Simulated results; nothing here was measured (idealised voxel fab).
Presented below is a process module, voxel trench capacitor.
Xsec cut, 295 nm wide, square cell size 5 nm.
Format of a cross-section: grid, square cells. Given as bands. Order: top down. Band: one or more rows of cells. It is stipulated that each band's entry specify, in nanometres, the height of the top of the band and then that of its bottom, followed by the materials of the band in left-to-right sequence, each together with its width in nanometres. A single material marked by the word "throughout" is understood to fill the band from edge to edge; the word "air" is understood to denote empty space. Note: height 0 marks the level under which the wafer is uniformly one material as received. Lowest band unbounded below, written "0 -> down". Per-row width for "30 to 40": begins at first number (top row of band), ends at second number (bottom row), increment between rows held constant. For the purposes of this document, the phrase "nothing changed" attached to a step denotes that no cell within the cross-section was modified by that step. The list in "Sealed void listing" covers empty spaces of 8 cells or more that cannot reach the top through any open way, and it gives each as width x height at distance; the distance is from the left edge, and width, height and distance are in nm. Text after the settings on a step's line: the simulator's own remark on that step. The "overlay nm" setting may appear on a step's line; for a step that uses a mask, it gives how far to the right of its planned position the mask lay, and a negative value indicates the left.

THE STEPS PLANNED FOR THE PROCESS ARE AS FOLLOWS
1: RECEIVE with material Si
2: CONFORMAL_DEP with material SiN, thk nm 10
3: DIRECTIONAL_DEP with material aC, thk nm 10
4: PATTERN with tone open, mask id TRENCH, material resist, width nm 20, pitch nm 50, thk nm 30, overlay nm 0
5: DIRECTIONAL_ETCH with etch materials aC, depth nm 10
6: STRIP with etch materials resist
7: DIRECTIONAL_ETCH with etch materials SiN, depth nm 10
8: DIRECTIONAL_ETCH with etch materials Si, depth nm 35
9: STRIP with etch materials aC
10: CONFORMAL_DEP with material Al2O3, thk nm 5
11: FILL_DEP with material polySi, thk nm 5
12: CMP with height nm 10

AS RECEIVED, AFTER STEP 1
    0 -> down | Si throughout
    Sealed void listing: none

CROSS-SECTIONAL VIEW OF THE FIRST OF THE TWO WAFERS UPON COMPLETION OF THE MODULE, PROCESSED IN ACCORDANCE WITH THE PLAN
    10 -> 0 | 60 nm SiN, 5 nm Al2O3, 10 nm polySi, 5 nm Al2O3, 30 nm SiN, 5 nm Al2O3, 10 nm polySi, 5 nm Al2O3, 30 nm SiN, 5 nm Al2O3, 10 nm polySi, 5 nm Al2O3, 30 nm SiN, 5 nm Al2O3, 10 nm polySi, 5 nm Al2O3, 65 nm SiN
    0 -> -30 | 60 nm Si, 5 nm Al2O3, 10 nm polySi, 5 nm Al2O3, 30 nm Si, 5 nm Al2O3, 10 nm polySi, 5 nm Al2O3, 30 nm Si, 5 nm Al2O3, 10 nm polySi, 5 nm Al2O3, 30 nm Si, 5 nm Al2O3, 10 nm polySi, 5 nm Al2O3, 65 nm Si
    -30 -> -35 | 60 nm Si, 20 nm Al2O3, 30 nm Si, 20 nm Al2O3, 30 nm Si, 20 nm Al2O3, 30 nm Si, 20 nm Al2O3, 65 nm Si
    -35 -> down | Si throughout
    Sealed void listing: none

WAFER TWO (OF TWO), END-OF-MODULE CROSS-SECTION: START = WAFER ONE, PLAN = WAFER ONE, ONE RUN MISTAKE
    10 -> 0 | 50 nm SiN, 5 nm Al2O3, 10 nm polySi, 5 nm Al2O3, 30 nm SiN, 5 nm Al2O3, 10 nm polySi, 5 nm Al2O3, 30 nm SiN, 5 nm Al2O3, 10 nm polySi, 5 nm Al2O3, 30 nm SiN, 5 nm Al2O3, 10 nm polySi, 5 nm Al2O3, 75 nm SiN
    0 -> -30 | 50 nm Si, 5 nm Al2O3, 10 nm polySi, 5 nm Al2O3, 30 nm Si, 5 nm Al2O3, 10 nm polySi, 5 nm Al2O3, 30 nm Si, 5 nm Al2O3, 10 nm polySi, 5 nm Al2O3, 30 nm Si, 5 nm Al2O3, 10 nm polySi, 5 nm Al2O3, 75 nm Si
    -30 -> -35 | 50 nm Si, 20 nm Al2O3, 30 nm Si, 20 nm Al2O3, 30 nm Si, 20 nm Al2O3, 30 nm Si, 20 nm Al2O3, 75 nm Si
    -35 -> down | Si throughout
    Sealed void listing: none
Misprocessing identified: step 4 was processed under conditions differing from the plan, specifically as PATTERN with tone open, mask id TRENCH, material resist, width nm 20, pitch nm 50, thk nm 30, overlay nm -10
When the process is done, the second wafer contains the same cell count of every material as the first wafer, but distributed over other locations.
